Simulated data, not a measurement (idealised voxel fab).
Process module under the name voxel gate over fins
Square cell edge 5 nm, section width 240 nm, ID cut.
A cross-section in this document is a grid of square cells, and it is written down as bands, the top band listed before the ones below it; a band is made up of one or more rows of cells. Heights first: top, then bottom, in nm. Then materials, left to right, each with a width in nm. "all across" on a single material: fills the band edge to edge. "blank": empty space. Heights are measured from 0, the level below which the as-received wafer is all one material; the lowest band has no bottom and continues downward, written as in "z 0 and below". It should be noted that a width expressed as "30 to 40" varies in equal increments from row to row of cells within the band, taking the value of the first number at the top row and that of the second number at the bottom row. Key: "no modifications" - step with no changed cell in the cross-section. You'll see "Entrapped void list" listing empty spaces that have no way open to the top, as long as they're 8 cells or more; the notation is width x height at distance, where the distance is from the left edge, and all of it is in nm. Post-settings text on a step line: simulator's own remark regarding the step. A step's line can hold "overlay nm"; with a mask on that step, the setting says how far right of the planned place the mask lay, while a negative setting says it lay to the left.
The planned process steps are enumerated hereunder:
1: RECEIVE,material Si
2: CONFORMAL_DEP,material SiN,thk nm 5
3: PATTERN,tone cover,mask id FINS,material resist,width nm 15,pitch nm 60,thk nm 20,overlay nm 0
4: DIRECTIONAL_ETCH,etch materials SiN,depth nm 5
5: DIRECTIONAL_ETCH,etch materials Si,depth nm 35
6: STRIP,etch materials resist
7: OXIDIZE,depth nm 5
8: FILL_DEP,material SiO2,thk nm 15
9: CMP,height nm 5
10: MASKED_ETCH,tone open,mask id RAIL,width nm 15,etch materials SiO2,depth nm 35,overlay nm 0
11: CONFORMAL_DEP,material TiN,thk nm 5
12: FILL_DEP,material W,thk nm 5
13: CMP,height nm 5
14: SELECTIVE_ETCH,etch materials W Ru TiN,depth nm 30
15: FILL_DEP,material SiO2,thk nm 5
16: CMP,height nm 5
17: SELECTIVE_ETCH,etch materials SiO2,depth nm 20
18: STRIP,etch materials SiN
19: CONFORMAL_DEP,material HfO2,thk nm 5
20: CONFORMAL_DEP,material TiN,thk nm 5
21: CONFORMAL_DEP,material TiAl,thk nm 5
22: CONFORMAL_DEP,material TiN,thk nm 5
23: FILL_DEP,material W,thk nm 15
24: CMP,height nm 30
25: CONFORMAL_DEP,material SiCN,thk nm 5
For this document, wafers share an identical start and vary in the step 10 width nm; the plan quotes the first wafer's value.
As received, i.e. after step 1: cross-section through the first of several wafers:
> z 0 and below = Si all across
> Entrapped void list: none
Each row below is a wafer at the end of the module, listing for every material the number of cells it has gained (+) or lost (-) since it was received, followed by its closed voids:
width nm 15 | +60 HfO2 | -368 Si | +48 SiCN | +227 SiO2 | +60 TiAl | +123 TiN | +186 W | Entrapped void list: none
width nm 20 | +60 HfO2 | -368 Si | +48 SiCN | +226 SiO2 | +60 TiAl | +124 TiN | +186 W | Entrapped void list: none
width nm 25 | +60 HfO2 | -368 Si | +48 SiCN | +225 SiO2 | +60 TiAl | +125 TiN | +186 W | Entrapped void list: none
width nm 30 | +60 HfO2 | -368 Si | +48 SiCN | +224 SiO2 | +60 TiAl | +126 TiN | +186 W | Entrapped void list: none
